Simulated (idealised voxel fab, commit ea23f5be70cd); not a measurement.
The process module presented herein is designated voxel wiring stack.
In the cross-section labelled cut, the width is 225 nm and each square cell is 5 nm.
When this document writes out a cross-section, it uses a grid of square cells and lists it as bands, beginning at the top and moving down, with a band standing for one or more rows of cells.
Band: top height; bottom height; in nm. Then, left to right: material with width in nm, for each material. "everywhere": a single material spanning edge to edge. "air": empty space.
Height is counted from the level 0, under which the received wafer is composed throughout of one material. The lowest of the bands is not closed at the bottom but continues downward, in the notation "0 -> down".
The two numbers in a width such as "30..40" mark its ends across the band: the first belongs to the top row of cells, the second to the bottom row, and from each row to the next the width moves by the same amount.
Any step labelled "nothing different" changed none of the cells in the cross-section.
Entry "Closed void register". Content: empty spaces with no open connection to the top, size 8 cells or greater. Each: width x height at distance. Distance: from left edge. Unit: nm.
Text after the settings on a step's line: the simulator's own remark on that step.
overlay nm: how far to the right of its planned place the mask lay on this masked step (negative: to the left).

[Planned process steps]
- 1: RECEIVE [material Si]
- 2: CONFORMAL_DEP [material SiO2] [thk nm 10]
- 3: CONFORMAL_DEP [material SiCN] [thk nm 5]
- 4: DIRECTIONAL_DEP [material SiO2] [thk nm 15]
- 5: MASKED_ETCH [tone open] [mask id METAL_1] [width nm 25] [pitch nm 45] [etch materials SiO2] [depth nm 25] [overlay nm 0]
- 6: MASKED_ETCH [tone open] [mask id METAL_1] [width nm 25] [pitch nm 45] [etch materials SiCN] [depth nm 5] [overlay nm 0]
- 7: CONFORMAL_DEP [material TiN] [thk nm 5]
- 8: FILL_DEP [material Ru] [thk nm 5]
- 9: CMP [height nm 40]
- 10: CONFORMAL_DEP [material SiCN] [thk nm 5]
- 11: DIRECTIONAL_DEP [material lowk] [thk nm 30]
- 12: PATTERN [tone open] [mask id METAL_2_HOLES] [material resist] [width nm 15] [thk nm 20] [overlay nm 0]
- 13: DIRECTIONAL_ETCH [etch materials lowk] [depth nm 30]
- 14: STRIP [etch materials resist]
- 15: PATTERN [tone open] [mask id METAL_2] [material resist] [width nm 25] [pitch nm 45] [thk nm 15] [overlay nm 0]
- 16: DIRECTIONAL_ETCH [etch materials lowk] [depth nm 15]
- 17: DIRECTIONAL_ETCH [etch materials SiCN] [depth nm 5]
- 18: STRIP [etch materials resist]
- 19: CONFORMAL_DEP [material TiN] [thk nm 5]
- 20: FILL_DEP [material Cu] [thk nm 5]
- 21: CMP [height nm 75]
- 22: CONFORMAL_DEP [material SiCN] [thk nm 5]
- 23: DIRECTIONAL_DEP [material SiO2] [thk nm 20]
- 24: PATTERN [tone open] [mask id PLUG_2] [material resist] [width nm 15] [pitch nm 45] [thk nm 20] [overlay nm 0]
- 25: DIRECTIONAL_ETCH [etch materials SiO2] [depth nm 20]
- 26: DIRECTIONAL_ETCH [etch materials SiCN] [depth nm 5]
- 27: STRIP [etch materials resist]
- 28: EPI [material Ru] [thk nm 10]
- 29: EPI [material Ru] [thk nm 10]
- 30: EPI [material Ru] [thk nm 5]
- 31: DIRECTIONAL_DEP [material TiN] [thk nm 5]
- 32: DIRECTIONAL_DEP [material Ru] [thk nm 20]
- 33: DIRECTIONAL_DEP [material aC] [thk nm 15]
- 34: PATTERN [tone cover] [mask id METAL_3] [material resist] [width nm 25] [pitch nm 45] [thk nm 30] [overlay nm 0]
- 35: DIRECTIONAL_ETCH [etch materials aC] [depth nm 15]
- 36: STRIP [etch materials resist]
- 37: DIRECTIONAL_ETCH [etch materials Ru] [depth nm 20]
- 38: DIRECTIONAL_ETCH [etch materials TiN] [depth nm 5]
- 39: STRIP [etch materials aC]
- 40: FILL_DEP [material SiO2] [thk nm 10]
- 41: CMP [height nm 125]
- 42: CONFORMAL_DEP [material SiCN] [thk nm 5]
The thk nm used in step 4 is not the same on every wafer, whereas the starting condition is; the value printed in the plan is the first wafer's.

[As received, i.e. after step 1: cross-section through the first of several wafers]
- 0 -> down | Si everywhere
- Closed void register: none

[Cross-section of the first of several wafers, taken after step 42, where the module ends]
- 130 -> 125 | SiCN everywhere
- 125 -> 105 | SiO2 (75); Ru (25); SiO2 (20); Ru (25); SiO2 (80)
- 105 -> 100 | SiO2 (75); TiN (25); SiO2 (20); TiN (25); SiO2 (80)
- 100 -> 80 | SiO2 (75); Ru (15); SiO2 (30); Ru (15); SiO2 (90)
- 80 -> 75 | SiCN (75); Ru (15); SiCN (30); Ru (15); SiCN (90)
- 75 -> 65 | lowk (75); TiN (5); Cu (15); TiN (5); lowk (20); TiN (5); Cu (15); TiN (5); lowk (80)
- 65 -> 60 | lowk (75); TiN (5); Cu (5); TiN (15); lowk (20); TiN (25); lowk (80)
- 60 -> 45 | lowk (75); TiN (5); Cu (5); TiN (5); lowk (135)
- 45 -> 40 | SiCN (75); TiN (15); SiCN (135)
- 40 -> 35 | Ru everywhere
- 35 -> 30 | TiN (80); Ru (15); TiN (30); Ru (15); TiN (85)
- 30 -> 15 | SiO2 (75); TiN (5); Ru (15); TiN (5); SiO2 (20); TiN (5); Ru (15); TiN (5); SiO2 (80)
- 15 -> 10 | SiCN (75); TiN (25); SiCN (20); TiN (25); SiCN (80)
- 10 -> 0 | SiO2 everywhere
- 0 -> down | Si everywhere
- Closed void register: none

[Last wafer, end of module, cross-section]
- 130 -> 125 | SiCN everywhere
- 125 -> 105 | SiO2 (75); Ru (25); SiO2 (20); Ru (25); SiO2 (80)
- 105 -> 100 | SiO2 (75); TiN (25); SiO2 (20); TiN (25); SiO2 (80)
- 100 -> 80 | SiO2 (75); Ru (15); SiO2 (30); Ru (15); SiO2 (90)
- 80 -> 75 | SiCN (75); Ru (15); SiCN (30); Ru (15); SiCN (90)
- 75 -> 65 | lowk (75); TiN (5); Cu (15); TiN (5); lowk (20); TiN (5); Cu (15); TiN (5); lowk (80)
- 65 -> 60 | lowk (75); TiN (5); Cu (5); TiN (15); lowk (20); TiN (25); lowk (80)
- 60 -> 45 | lowk (75); TiN (5); Cu (5); TiN (5); lowk (135)
- 45 -> 40 | SiCN (75); TiN (15); SiCN (135)
- 40 -> 35 | SiO2 (75); TiN (5); Ru (15); TiN (5); SiO2 (20); TiN (5); Ru (15); TiN (5); SiO2 (80)
- 35 -> 30 | SiO2 (75); TiN (25); SiO2 (20); TiN (25); SiO2 (80)
- 30 -> 15 | SiO2 everywhere
- 15 -> 10 | SiCN everywhere
- 10 -> 0 | SiO2 everywhere
- 0 -> down | Si everywhere
- Closed void register: none

[each wafer at the end: cells of each material gained (+) or lost (-) since it was received, then its closed voids]
thk nm 15 | +16 Cu | +139 Ru | +161 SiCN | +526 SiO2 | +97 TiN | +231 lowk | Closed void register: none
thk nm 20 | +16 Cu | +100 Ru | +161 SiCN | +561 SiO2 | +101 TiN | +231 lowk | Closed void register: none
thk nm 25 | +16 Cu | +100 Ru | +161 SiCN | +596 SiO2 | +66 TiN | +231 lowk | Closed void register: none
thk nm 30 | +16 Cu | +88 Ru | +171 SiCN | +606 SiO2 | +58 TiN | +231 lowk | Closed void register: none
thk nm 35 | +16 Cu | +82 Ru | +171 SiCN | +616 SiO2 | +54 TiN | +231 lowk | Closed void register: none
thk nm 40 | +16 Cu | +76 Ru | +171 SiCN | +626 SiO2 | +50 TiN | +231 lowk | Closed void register: none
